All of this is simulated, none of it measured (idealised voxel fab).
process module | voxel spacer lines
cross-section cut | 210 nm wide | cells 5 nm
A cross-section is a grid of square cells, given in bands from the top down. A band is one or more rows of cells.
Each band's line starts with the height of the band's top and of its bottom, in nm. Then come its materials from left to right, each with its width in nm. One material with "throughout" fills the band from edge to edge. "air" is empty space.
Height 0 is the level under which the wafer as received is all one material. The lowest band goes on downwards, as in "0 down".
A width such as "30 to 40" changes by the same amount from each row of cells to the next, from the band's top row to its bottom row.
"no change" after a step means that no cell of the cross-section changed.
closed voids: empty space of 8 cells or more with no open way to the top, each as width x height at its distance from the left edge, in nm
after a step's settings: what the simulator itself notes on the step
overlay nm, on a step with a mask: how far to the right of its planned place the mask lay; to the left if negative
plan
1 op RECEIVE | material Si
2 op CONFORMAL_DEP | material Al2O3 | thk nm 10
3 op DIRECTIONAL_DEP | material W | thk nm 10
4 op DIRECTIONAL_DEP | material aC | thk nm 20
5 op PATTERN | tone cover | mask id MANDREL | material resist | width nm 15 | pitch nm 50 | thk nm 25 | overlay nm 0
6 op DIRECTIONAL_ETCH | etch materials aC | depth nm 20
7 op STRIP | etch materials resist
8 op CONFORMAL_DEP | material SiO2 | thk nm 10
9 op DIRECTIONAL_ETCH | etch materials SiO2 | depth nm 10
10 op STRIP | etch materials aC
11 op DIRECTIONAL_ETCH | etch materials W | depth nm 10
12 op STRIP | etch materials SiO2
as received, after step 1
  0 down: Si throughout
  closed voids: none
first wafer at the end, as planned
  20 to 10: air 60 | W 10 | air 15 | W 10 | air 15 | W 10 | air 15 | W 10 | air 65
  10 to 0: Al2O3 throughout
  0 down: Si throughout
  closed voids: none
second wafer at the end: like start, like plan, one mistake
  15 to 10: air 60 | W 10 | air 15 | W 10 | air 15 | W 10 | air 15 | W 10 | air 65
  10 to 0: Al2O3 throughout
  0 down: Si throughout
  closed voids: none
what went wrong: step 3 ran as: op DIRECTIONAL_DEP | material W | thk nm 5
at the end the second wafer has, in cells: 8 fewer of W
